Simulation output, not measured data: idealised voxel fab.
process module | voxel ribs on slabs
cross-section cut | 265 nm wide | cells 5 nm
A cross-section is a grid of square cells, given in bands from the top down. A band is one or more rows of cells.
Each band's line starts with the height of the band's top and of its bottom, in nm. Then come its materials from left to right, each with its width in nm. One material with "throughout" fills the band from edge to edge. "air" is empty space.
Height 0 is the level under which the wafer as received is all one material. The lowest band goes on downwards, as in "0 down".
A width such as "30 to 40" changes by the same amount from each row of cells to the next, from the band's top row to its bottom row.
"no change" after a step means that no cell of the cross-section changed.
closed voids: empty space of 8 cells or more with no open way to the top, each as width x height at its distance from the left edge, in nm
after a step's settings: what the simulator itself notes on the step
overlay nm, on a step with a mask: how far to the right of its planned place the mask lay; to the left if negative
plan
1 op RECEIVE | material Si
2 op DIRECTIONAL_DEP | material SiO2 | thk nm 30
3 op DIRECTIONAL_DEP | material SiN | thk nm 25
4 op PATTERN | tone cover | mask id RIB | material resist | width nm 20 | thk nm 15 | overlay nm 0
5 op DIRECTIONAL_ETCH | etch materials SiN | depth nm 15
6 op STRIP | etch materials resist
7 op PATTERN | tone cover | mask id SLAB | material resist | width nm 70 | thk nm 20 | overlay nm 0
8 op DIRECTIONAL_ETCH | etch materials SiN | depth nm 10
9 op STRIP | etch materials resist
10 op FILL_DEP | material SiO2 | thk nm 15
11 op CMP | height nm 65
12 op DIRECTIONAL_DEP | material W | thk nm 5
13 op PATTERN | tone cover | mask id HEATER | material resist | width nm 30 | thk nm 15 | overlay nm 0
14 op DIRECTIONAL_ETCH | etch materials W | depth nm 5
15 op STRIP | etch materials resist
16 op CONFORMAL_DEP | material SiO2 | thk nm 10
first wafer, as planned
as received, after step 1
  0 down: Si throughout
  closed voids: none
after step 2
  30 to 0: SiO2 throughout
  below 0: unchanged
after step 3
  55 to 30: SiN throughout
  below 30: unchanged
after step 4
  70 to 55: air 120 | resist 20 | air 125
  below 55: unchanged
after step 5
  70 to 55: air 120 | resist 20 | air 125
  55 to 40: air 120 | SiN 20 | air 125
  below 40: unchanged
after step 6
  55 to 40: air 120 | SiN 20 | air 125
  below 40: unchanged
after step 7
  75 to 55: air 95 | resist 70 | air 100
  55 to 40: air 95 | resist 25 | SiN 20 | resist 25 | air 100
  below 40: unchanged
after step 8
  75 to 55: air 95 | resist 70 | air 100
  55 to 40: air 95 | resist 25 | SiN 20 | resist 25 | air 100
  40 to 30: air 95 | SiN 70 | air 100
  below 30: unchanged
after step 9
  55 to 40: air 120 | SiN 20 | air 125
  below 40: unchanged
after step 10
  70 to 55: SiO2 throughout
  55 to 40: SiO2 120 | SiN 20 | SiO2 125
  40 to 30: SiO2 95 | SiN 70 | SiO2 100
  below 30: unchanged
after step 11
  65 to 55: SiO2 throughout
  below 55: unchanged
after step 12
  70 to 65: W throughout
  below 65: unchanged
after step 13
  85 to 70: air 115 | resist 30 | air 120
  below 70: unchanged
after step 14
  85 to 70: air 115 | resist 30 | air 120
  70 to 65: air 115 | W 30 | air 120
  below 65: unchanged
after step 15
  70 to 65: air 115 | W 30 | air 120
  below 65: unchanged
after step 16
  80 to 75: air 105 | SiO2 50 | air 110
  75 to 70: SiO2 throughout
  70 to 65: SiO2 115 | W 30 | SiO2 120
  below 65: unchanged
second wafer: like start, like plan, one mistake. Through step 1 it matches the first wafer
when step 2 should have ended
  35 to 0: SiO2 throughout
  below 0: unchanged
when step 3 should have ended
  60 to 35: SiN throughout
  below 35: unchanged
when step 4 should have ended
  75 to 60: air 120 | resist 20 | air 125
  below 60: unchanged
when step 5 should have ended
  75 to 60: air 120 | resist 20 | air 125
  60 to 45: air 120 | SiN 20 | air 125
  below 45: unchanged
when step 6 should have ended
  60 to 45: air 120 | SiN 20 | air 125
  below 45: unchanged
when step 7 should have ended
  80 to 60: air 95 | resist 70 | air 100
  60 to 45: air 95 | resist 25 | SiN 20 | resist 25 | air 100
  below 45: unchanged
when step 8 should have ended
  80 to 60: air 95 | resist 70 | air 100
  60 to 45: air 95 | resist 25 | SiN 20 | resist 25 | air 100
  45 to 35: air 95 | SiN 70 | air 100
  below 35: unchanged
when step 9 should have ended
  60 to 45: air 120 | SiN 20 | air 125
  below 45: unchanged
when step 10 should have ended
  75 to 60: SiO2 throughout
  60 to 45: SiO2 120 | SiN 20 | SiO2 125
  45 to 35: SiO2 95 | SiN 70 | SiO2 100
  below 35: unchanged
when step 11 should have ended
  65 to 60: SiO2 throughout
  below 60: unchanged
when step 12 should have ended
  70 to 65: W throughout
  below 65: unchanged
when step 13 should have ended
  85 to 70: air 115 | resist 30 | air 120
  below 70: unchanged
when step 14 should have ended
  85 to 70: air 115 | resist 30 | air 120
  70 to 65: air 115 | W 30 | air 120
  below 65: unchanged
when step 15 should have ended
  70 to 65: air 115 | W 30 | air 120
  below 65: unchanged
when step 16 should have ended
  80 to 75: air 105 | SiO2 50 | air 110
  75 to 70: SiO2 throughout
  70 to 65: SiO2 115 | W 30 | SiO2 120
  below 65: unchanged
what went wrong: step 2 ran as: op DIRECTIONAL_DEP | material SiO2 | thk nm 35
at the end the second wafer has, in cells: as many of each material as the first, in other places
